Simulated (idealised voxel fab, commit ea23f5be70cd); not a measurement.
Module name: voxel gate over fins (process module)
For reference, the cross-section in this document is cut, with width 285 nm and square cells of 5 nm.
This document writes a cross-section as a grid whose cells are square, and gives it as bands, listed from the top down; one or more rows of cells form a band. For a band, the entry starts with two heights in nm, that of the top and then that of the bottom, and carries on with the band's materials in order from left to right, each alongside its width in nm; the word "throughout" beside a single material means it fills the band edge to edge, and "blank" means empty space. Beneath 0, the wafer as received is one material, and that level is where height counting begins. The lowest band goes on downward without a bottom; it is written like "0..down". Note: "30 to 40" means the width goes from the first number (top row of the band) to the second number (bottom row) in equal steps per row of cells. The cross-section has no changed cell in any step marked "identical to before". In the "Enclosed void listing" entry, you get each enclosed empty space of 8 cells or more, one with no open way to the top, written width x height at distance, distance from the left edge, in nm. Past the settings on a step's line: simulator remark, on that step. overlay nm: step with mask; distance mask lay right of planned place; negative value = left of planned place.
[Here's what the planned process steps look like]
1. RECEIVE,material Si
2. CONFORMAL_DEP,material SiN,thk nm 5
3. MASKED_ETCH,tone cover,mask id FINS,width nm 15,pitch nm 60,etch materials SiN,depth nm 5,overlay nm 0
4. MASKED_ETCH,tone cover,mask id FINS,width nm 15,pitch nm 60,etch materials Si,depth nm 35,overlay nm 0
5. OXIDIZE,depth nm 5
6. FILL_DEP,material SiO2,thk nm 5
7. CMP,height nm 5
8. PATTERN,tone open,mask id RAIL,material resist,width nm 15,thk nm 20,overlay nm 0
9. DIRECTIONAL_ETCH,etch materials SiO2,depth nm 35
10. STRIP,etch materials resist
11. CONFORMAL_DEP,material TiN,thk nm 5
12. FILL_DEP,material W,thk nm 10
13. CMP,height nm 5
14. SELECTIVE_ETCH,etch materials W Ru TiN,depth nm 30
15. FILL_DEP,material SiO2,thk nm 5
16. CMP,height nm 5
17. SELECTIVE_ETCH,etch materials SiO2,depth nm 20
18. STRIP,etch materials SiN
19. CONFORMAL_DEP,material HfO2,thk nm 5
20. CONFORMAL_DEP,material TiN,thk nm 5
21. FILL_DEP,material W,thk nm 10
22. CMP,height nm 15
23. CONFORMAL_DEP,material SiN,thk nm 10
[As-received wafer cross-section (after step 1)]
* 0..down = Si throughout
* Enclosed void listing: none
[first wafer at the end, as planned]
* 25..15 = SiN throughout
* 15..10 = W throughout
* 10..5 = W=40, TiN=25, W=35, TiN=25, W=35, TiN=25, W=35, TiN=25, W=40
* 5..0 = W=40, TiN=5, HfO2=15, TiN=5, W=35, TiN=5, HfO2=15, TiN=5, W=35, TiN=5, HfO2=15, TiN=5, W=35, TiN=5, HfO2=15, TiN=5, W=40
* 0..-5 = W=40, TiN=5, HfO2=5, Si=5, HfO2=5, TiN=5, W=35, TiN=5, HfO2=5, Si=5, HfO2=5, TiN=5, W=35, TiN=5, HfO2=5, Si=5, HfO2=5, TiN=5, W=35, TiN=5, HfO2=5, Si=5, HfO2=5, TiN=5, W=40
* -5..-10 = TiN=45, HfO2=5, Si=5, HfO2=5, TiN=45, HfO2=5, Si=5, HfO2=5, TiN=45, HfO2=5, Si=5, HfO2=5, TiN=45, HfO2=5, Si=5, HfO2=5, TiN=45
* -10..-15 = HfO2=50, Si=5, HfO2=55, Si=5, HfO2=55, Si=5, HfO2=55, Si=5, HfO2=50
* -15..-25 = SiO2=50, Si=5, SiO2=55, Si=5, SiO2=55, Si=5, SiO2=55, Si=5, SiO2=50
* -25..-30 = SiO2=50, Si=5, SiO2=20, TiN=15, SiO2=20, Si=5, SiO2=55, Si=5, SiO2=55, Si=5, SiO2=50
* -30..-40 = SiO2=50, Si=5, SiO2=55, Si=5, SiO2=55, Si=5, SiO2=55, Si=5, SiO2=50
* -40..down = Si throughout
* Enclosed void listing: none
[So this is wafer number two of the two, cut at the end of the module - it started where the first did and had the same plan, we just got one thing wrong running it]
* 25..15 = SiN throughout
* 15..10 = W throughout
* 10..5 = W=40, TiN=25, W=35, TiN=25, W=35, TiN=25, W=35, TiN=25, W=40
* 5..0 = W=40, TiN=5, HfO2=15, TiN=5, W=35, TiN=5, HfO2=15, TiN=5, W=35, TiN=5, HfO2=15, TiN=5, W=35, TiN=5, HfO2=15, TiN=5, W=40
* 0..-5 = W=40, TiN=5, HfO2=5, Si=5, HfO2=5, TiN=5, W=35, TiN=5, HfO2=5, Si=5, HfO2=5, TiN=5, W=35, TiN=5, HfO2=5, Si=5, HfO2=5, TiN=5, W=35, TiN=5, HfO2=5, Si=5, HfO2=5, TiN=5, W=40
* -5..-10 = TiN=35, W=5, TiN=5, HfO2=5, Si=5, HfO2=5, TiN=5, W=5, TiN=25, W=5, TiN=5, HfO2=5, Si=5, HfO2=5, TiN=5, W=5, TiN=25, W=5, TiN=5, HfO2=5, Si=5, HfO2=5, TiN=5, W=5, TiN=25, W=5, TiN=5, HfO2=5, Si=5, HfO2=5, TiN=5, W=5, TiN=35
* -10..-15 = HfO2=30, TiN=15, HfO2=5, Si=5, HfO2=5, TiN=15, HfO2=15, TiN=15, HfO2=5, Si=5, HfO2=5, TiN=15, HfO2=15, TiN=15, HfO2=5, Si=5, HfO2=5, TiN=15, HfO2=15, TiN=15, HfO2=5, Si=5, HfO2=5, TiN=15, HfO2=30
* -15..-20 = SiO2=25, HfO2=25, Si=5, HfO2=25, SiO2=5, HfO2=25, Si=5, HfO2=25, SiO2=5, HfO2=25, Si=5, HfO2=25, SiO2=5, HfO2=25, Si=5, HfO2=25, SiO2=25
* -20..-25 = SiO2=50, Si=5, SiO2=55, Si=5, SiO2=55, Si=5, SiO2=55, Si=5, SiO2=50
* -25..-30 = SiO2=50, Si=5, SiO2=20, TiN=15, SiO2=20, Si=5, SiO2=55, Si=5, SiO2=55, Si=5, SiO2=50
* -30..-40 = SiO2=50, Si=5, SiO2=55, Si=5, SiO2=55, Si=5, SiO2=55, Si=5, SiO2=50
* -40..down = Si throughout
* Enclosed void listing: none
Deviation noted in wafer processing: the intended sequence of steps 17 and 18 was reversed during processing, with each occupying the position of the other
Wrapping up, a cell-based count of both wafers puts the second over or under the first for these materials: 16 more of HfO2, 40 fewer of SiO2, 16 more of TiN, 8 more of W
